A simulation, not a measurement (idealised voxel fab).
voxel self aligned contacts: a process module
Pictured: cross-section cut, 265 nm wide, on a grid of 5 nm square cells.
Cross-section layout: square cells on a grid; listed as bands, top to bottom; a band spans one or more cell rows.
Read a band's entry like this: the first values are the height of its top and the height of its bottom in nm, and what follows is the sequence of materials from left to right, each with its width in nm. Note that "air" is empty space, and that a single material marked "throughout" reaches across the band from edge to edge.
Height 0 is the level under which the wafer as received is all one material. The lowest band goes on downwards, as in "0..down".
So if you see something like "30 to 40" for the width, read it as the top row of the band sitting at the first number and the bottom row at the second, with every row in between moving by the same amount as the last.
It should be understood that the words "no modification", when stated for a given step, signify that the cross-section underwent no change in any of its cells during that step.
You'll see "Closed internal cavities" listing empty spaces that have no way open to the top, as long as they're 8 cells or more; the notation is width x height at distance, where the distance is from the left edge, and all of it is in nm.
after a step's settings: what the simulator itself notes on the step
Steps that use a mask can have "overlay nm" on their line. It says how far the mask sat to the right of where it was meant to be. Negative means to the left.
HERE'S WHAT THE PLANNED PROCESS STEPS LOOK LIKE
1. op RECEIVE | material Si
2. op OXIDIZE | depth nm 5
3. op DIRECTIONAL_DEP | material polySi | thk nm 30
4. op DIRECTIONAL_DEP | material SiN | thk nm 20
5. op DIRECTIONAL_DEP | material aC | thk nm 5
6. op PATTERN | tone cover | mask id GATE | material resist | width nm 35 | pitch nm 70 | thk nm 30 | overlay nm 0
7. op DIRECTIONAL_ETCH | etch materials aC | depth nm 15
8. op STRIP | etch materials resist
9. op DIRECTIONAL_ETCH | etch materials SiN | depth nm 20
10. op DIRECTIONAL_ETCH | etch materials polySi | depth nm 30
11. op STRIP | etch materials aC
12. op CONFORMAL_DEP | material SiN | thk nm 5
13. op DIRECTIONAL_ETCH | etch materials SiN | depth nm 5
14. op FILL_DEP | material SiO2 | thk nm 10
15. op CMP | height nm 55
16. op PATTERN | tone open | mask id CONTACT | material resist | width nm 55 | thk nm 15 | overlay nm 0
17. op DIRECTIONAL_ETCH | etch materials SiO2 | depth nm 60
18. op STRIP | etch materials resist
19. op CONFORMAL_DEP | material TiN | thk nm 5
20. op FILL_DEP | material Ru | thk nm 10
21. op CMP | height nm 55
22. op CONFORMAL_DEP | material SiN | thk nm 5
What sets these wafers apart? The thk nm at step 5. They all start alike, and the plan carries the first wafer's value.
THE FIRST OF SEVERAL WAFERS AS RECEIVED, SHOWN IN CROSS-SECTION; THIS IS ITS STATE AFTER STEP 1
	0..down | Si throughout
	Closed internal cavities: none
CROSS-SECTION, FIRST OF SEVERAL WAFERS, END OF MODULE, AFTER LAST STEP 22
	60..55 | SiN throughout
	55..50 | SiO2 (105)  TiN (20)  Ru (15)  TiN (20)  SiO2 (105)
	50..30 | SiO2 (75)  SiN (45)  TiN (5)  Ru (15)  TiN (5)  SiN (45)  SiO2 (75)
	30..0 | SiO2 (75)  SiN (5)  polySi (35)  SiN (5)  TiN (5)  Ru (15)  TiN (5)  SiN (5)  polySi (35)  SiN (5)  SiO2 (75)
	0..-5 | SiO2 (120)  TiN (25)  SiO2 (120)
	-5..down | Si throughout
	Closed internal cavities: none
CROSS-SECTIONAL VIEW OF THE FINAL WAFER OF SEVERAL AT THE MODULE'S END
	60..55 | SiN throughout
	55..50 | SiO2 (105)  TiN (55)  SiO2 (105)
	50..30 | SiN throughout
	30..0 | polySi throughout
	0..-5 | SiO2 throughout
	-5..down | Si throughout
	Closed internal cavities: none
BELOW: A ROW PER WAFER. CONTENTS AT END OF MODULE: FOR EVERY MATERIAL, CELLS GAINED SINCE RECEIPT (+) OR LOST SINCE RECEIPT (-); THEN CLOSED VOIDS
thk nm 5; +33 Ru; -53 Si; +149 SiN; +390 SiO2; +33 TiN; +84 polySi; Closed internal cavities: none
thk nm 10; +33 Ru; -53 Si; +149 SiN; +390 SiO2; +33 TiN; +84 polySi; Closed internal cavities: none
thk nm 15; +33 Ru; -53 Si; +149 SiN; +390 SiO2; +33 TiN; +84 polySi; Closed internal cavities: none
thk nm 20; -53 Si; +265 SiN; +95 SiO2; +11 TiN; +318 polySi; Closed internal cavities: none
thk nm 25; -53 Si; +265 SiN; +95 SiO2; +11 TiN; +318 polySi; Closed internal cavities: none
thk nm 30; -53 Si; +265 SiN; +95 SiO2; +11 TiN; +318 polySi; Closed internal cavities: none
